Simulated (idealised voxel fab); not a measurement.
A process module follows: voxel self aligned contacts.
The cross-section shown here is cut; it is 285 nm wide and divided into square cells measuring 5 nm on a side.
Bands, listed from the top down, are how a cross-section gets written in this document; the cross-section itself is a grid of square cells, and a band is one or more rows of them.
Heads up on the band format: heights come first, top then bottom, in nm. After that it's the materials left to right, each with its width in nm. A single material flagged "edge to edge" fills the whole band edge to edge, and "air" means there's empty space there.
Basically, 0 is our baseline, since under it the wafer straight out of the box is all one material. The bottom band has no lower end and keeps on going down, so it looks like "0..down".
It should be noted that a width expressed as "30 to 40" varies in equal increments from row to row of cells within the band, taking the value of the first number at the top row and that of the second number at the bottom row.
The cross-section has no changed cell in any step marked "no modification".
"Enclosed internal cavities": empty spaces of 8 cells or more with no open way to the top, each given as width x height at distance, distance from the left edge, all in nm.
Note: text after step settings on the step line = simulator remark on that step.
overlay nm: right-of-plan distance of the mask on a masked step; negative values mean left-of-plan.

Intended process steps
| 1 | RECEIVE, material Si |
| 2 | OXIDIZE, depth nm 5 |
| 3 | DIRECTIONAL_DEP, material polySi, thk nm 25 |
| 4 | DIRECTIONAL_DEP, material SiN, thk nm 15 |
| 5 | DIRECTIONAL_DEP, material aC, thk nm 15 |
| 6 | PATTERN, tone cover, mask id GATE, material resist, width nm 25, pitch nm 55, thk nm 30, overlay nm 0 |
| 7 | DIRECTIONAL_ETCH, etch materials aC, depth nm 15 |
| 8 | STRIP, etch materials resist |
| 9 | DIRECTIONAL_ETCH, etch materials SiN, depth nm 15 |
| 10 | DIRECTIONAL_ETCH, etch materials polySi, depth nm 15 |
| 11 | STRIP, etch materials aC |
| 12 | CONFORMAL_DEP, material SiN, thk nm 5 |
| 13 | DIRECTIONAL_ETCH, etch materials SiN, depth nm 5 |
| 14 | FILL_DEP, material SiO2, thk nm 10 |
| 15 | CMP, height nm 45 |
| 16 | MASKED_ETCH, tone open, mask id CONTACT, width nm 40, pitch nm 55, etch materials SiO2, depth nm 50, overlay nm 0 |
| 17 | CONFORMAL_DEP, material TiN, thk nm 5 |
| 18 | FILL_DEP, material W, thk nm 5 |
| 19 | CMP, height nm 45 |
| 20 | CONFORMAL_DEP, material SiN, thk nm 5 |
It is noted that the wafers described herein are identical at the outset and are distinguished by the depth nm of step 10; the value stated in the plan corresponds to the first wafer.

Cross-section of the first of several received wafers, showing its state after step 1
	0..down: Si edge to edge
	Enclosed internal cavities: none

Cross-sectional representation of the first of several wafers at the end of the module, i.e. after its terminal step, step 20
	50..45: SiN edge to edge
	45..40: SiO2 (95), TiN (15), W (10), TiN (15), SiO2 (15), TiN (15), W (10), TiN (15), SiO2 (95)
	40..25: SiO2 (70), SiN (35), TiN (5), W (10), TiN (5), SiN (35), TiN (5), W (10), TiN (5), SiN (35), SiO2 (70)
	25..15: SiO2 (70), SiN (5), polySi (25), SiN (5), TiN (5), W (10), TiN (5), SiN (5), polySi (25), SiN (5), TiN (5), W (10), TiN (5), SiN (5), polySi (25), SiN (5), SiO2 (70)
	15..10: SiO2 (70), SiN (5), polySi (25), SiN (5), TiN (20), SiN (5), polySi (25), SiN (5), TiN (20), SiN (5), polySi (25), SiN (5), SiO2 (70)
	10..0: polySi edge to edge
	0..-5: SiO2 edge to edge
	-5..down: Si edge to edge
	Enclosed internal cavities: none

Cross-section of the final wafer among several, taken at the end of the module
	50..45: SiN edge to edge
	45..40: SiO2 (95), TiN (15), W (10), TiN (15), SiO2 (15), TiN (15), W (10), TiN (15), SiO2 (95)
	40..25: SiO2 (70), SiN (35), TiN (5), W (10), TiN (5), SiN (35), TiN (5), W (10), TiN (5), SiN (35), SiO2 (70)
	25..0: SiO2 (70), SiN (5), polySi (25), SiN (5), TiN (5), W (10), TiN (5), SiN (5), polySi (25), SiN (5), TiN (5), W (10), TiN (5), SiN (5), polySi (25), SiN (5), SiO2 (70)
	0..-5: SiO2 (105), TiN (20), SiO2 (35), TiN (20), SiO2 (105)
	-5..down: Si edge to edge
	Enclosed internal cavities: none

What follows is a table in which each wafer occupies a row; for the wafer as it stands at the close of the module, the row states, material by material, how many cells have been gained (+) or lost (-) since receipt, and then gives its closed voids
depth nm 15; -57 Si; +138 SiN; +266 SiO2; +40 TiN; +24 W; +159 polySi; Enclosed internal cavities: none
depth nm 20; -57 Si; +144 SiN; +294 SiO2; +44 TiN; +28 W; +117 polySi; Enclosed internal cavities: none
depth nm 25; -57 Si; +150 SiN; +314 SiO2; +52 TiN; +36 W; +75 polySi; Enclosed internal cavities: none
depth nm 30; -57 Si; +150 SiN; +314 SiO2; +52 TiN; +36 W; +75 polySi; Enclosed internal cavities: none
depth nm 35; -57 Si; +150 SiN; +314 SiO2; +52 TiN; +36 W; +75 polySi; Enclosed internal cavities: none
depth nm 40; -57 Si; +150 SiN; +314 SiO2; +52 TiN; +36 W; +75 polySi; Enclosed internal cavities: none
